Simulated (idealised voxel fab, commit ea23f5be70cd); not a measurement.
Module name: voxel lift off (process module)
It is cross-section cut that appears here, measuring 250 nm in width, its square cells being 5 nm in size.
A cross-section is written here as square cells arranged in a grid, and it is given in bands from the top down, each band taking up one or more rows of cells. Top height, bottom height, nm. Materials left to right, width each, nm. Single material + "all across" = fills band edge to edge. "air" = empty. The level at which height equals 0 is the one under which the wafer, as it arrives, is entirely one material. No lower edge exists for the bottom band, which continues downward and is notated as in "0 down". Width: "30->40" (first number = top row, second number = bottom row, same change from row to row of cells). Reading "left unchanged" for a step: not a cell of the cross-section changed in it. Closed-off voids of 8+ cells (no open route to the top) go in "Trapped voids", written width x height at distance from the left edge, in nm. It should be noted that, on the line of a given step, the content following the step's settings is a remark produced by the simulator itself with respect to that step. overlay nm: mask offset rightward from planned place, masked step; negative means leftward offset.

Set out below are the planned steps of the process
| 1 | RECEIVE,material Si |
| 2 | CONFORMAL_DEP,material SiN,thk nm 15 |
| 3 | PATTERN,tone open,mask id LINES,material resist,width nm 20,pitch nm 50,thk nm 20,overlay nm 0 |
| 4 | DIRECTIONAL_DEP,material Ru,thk nm 10 |
| 5 | STRIP,etch materials resist |
| 6 | CONFORMAL_DEP,material SiCN,thk nm 5 |

Cross-section of the wafer at receipt, which is the condition after step 1
	0 down  Si all across
	Trapped voids: none

End-of-module XS, first of two wafers, run as planned
	30 to 25  85 air; 30 SiCN; 20 air; 30 SiCN; 85 air
	25 to 20  85 air; 5 SiCN; 20 Ru; 5 SiCN; 20 air; 5 SiCN; 20 Ru; 5 SiCN; 85 air
	20 to 15  90 SiCN; 20 Ru; 30 SiCN; 20 Ru; 90 SiCN
	15 to 0  SiN all across
	0 down  Si all across
	Trapped voids: none

Here is the second of the two wafers cut open at the end of the module - same start, same plan as the first one, but we made one mistake running it
	30 to 25  75 air; 30 SiCN; 20 air; 30 SiCN; 95 air
	25 to 20  75 air; 5 SiCN; 20 Ru; 5 SiCN; 20 air; 5 SiCN; 20 Ru; 5 SiCN; 95 air
	20 to 15  80 SiCN; 20 Ru; 30 SiCN; 20 Ru; 100 SiCN
	15 to 0  SiN all across
	0 down  Si all across
	Trapped voids: none
Deviation noted in wafer processing: step 3 ran as: PATTERN,tone open,mask id LINES,material resist,width nm 20,pitch nm 50,thk nm 20,overlay nm -10
Comparing end states, the material composition by cell count is preserved from the first wafer to the second, while the locations of the cells are not.
